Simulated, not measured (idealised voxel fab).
The following process module bears the name voxel released beams.
The cross-section on display is named cut; it measures 250 nm wide, and its cells are 5 nm squares.
Cross-section, as written here: a square-cell grid given band by band from the top down, where a band holds one or more rows of cells. What a band's entry tells you: where the top is and where the bottom is, as heights in nm, and after that what lies inside, material by material from left to right, each with its width in nm. Empty space is written as the word "empty", and a single material marked with the word "throughout" occupies the band from edge to edge. The level at which height equals 0 is the one under which the wafer, as it arrives, is entirely one material. No lower edge exists for the bottom band, which continues downward and is notated as in "z 0 and below". It should be noted that a width expressed as "30->40" varies in equal increments from row to row of cells within the band, taking the value of the first number at the top row and that of the second number at the bottom row. Where a step carries "no alteration", the cross-section came out of it unchanged, cell for cell. Under "Closed cavities" you'll find the enclosed gaps, the ones with no way out to the top, that are 8 cells or bigger; each reads width x height at distance, with distance counted from the left edge, everything in nm. Read whatever lies past the settings on a step's line as the simulator's own remark about the step. "overlay nm", when on a step's line for a step with a mask, measures how far to the right of its planned place the mask lay; a negative measure means to the left.

List of planned process steps
- 1: RECEIVE, material Si
- 2: CONFORMAL_DEP, material Al2O3, thk nm 10
- 3: DIRECTIONAL_DEP, material SiO2, thk nm 20
- 4: DIRECTIONAL_DEP, material aC, thk nm 15
- 5: PATTERN, tone open, mask id ANCHOR, material resist, width nm 25, thk nm 30, overlay nm 0
- 6: DIRECTIONAL_ETCH, etch materials aC, depth nm 15
- 7: STRIP, etch materials resist
- 8: DIRECTIONAL_ETCH, etch materials SiO2, depth nm 20
- 9: STRIP, etch materials aC
- 10: CONFORMAL_DEP, material SiN, thk nm 10
- 11: PATTERN, tone cover, mask id BEAM, material resist, width nm 70, thk nm 15, overlay nm 0
- 12: DIRECTIONAL_ETCH, etch materials SiN, depth nm 10
- 13: STRIP, etch materials resist
- 14: STRIP, etch materials SiO2

Cross-section of the wafer as it came to us, i.e., already through step 1
  z 0 and below  Si throughout
  Closed cavities: none

The first of two wafers, cross-sectioned at the end of the module, with the run proceeding as planned
  z 40 to 30  empty 85 nm, SiN 15 nm, empty 5 nm, SiN 50 nm, empty 95 nm
  z 30 to 20  empty 90 nm, SiN 10 nm, empty 5 nm, SiN 10 nm, empty 135 nm
  z 20 to 10  empty 90 nm, SiN 25 nm, empty 135 nm
  z 10 to 0  Al2O3 throughout
  z 0 and below  Si throughout
  Closed cavities: none

Same start, same plan as the first wafer - but one mistake in the run. Cross-section of the second of the two at the end of the module
  z 40 to 30  empty 85 nm, SiN 15 nm, empty 5 nm, SiN 55 nm, empty 90 nm
  z 30 to 20  empty 90 nm, SiN 10 nm, empty 5 nm, SiN 10 nm, empty 135 nm
  z 20 to 10  empty 90 nm, SiN 25 nm, empty 135 nm
  z 10 to 0  Al2O3 throughout
  z 0 and below  Si throughout
  Closed cavities: none
Where did the run depart from the plan? not per plan at step 11, really ran PATTERN, tone cover, mask id BEAM, material resist, width nm 75, thk nm 15, overlay nm 0
At the finish, the second wafer shows more or fewer cells for some materials than the first does: 2 more of SiN
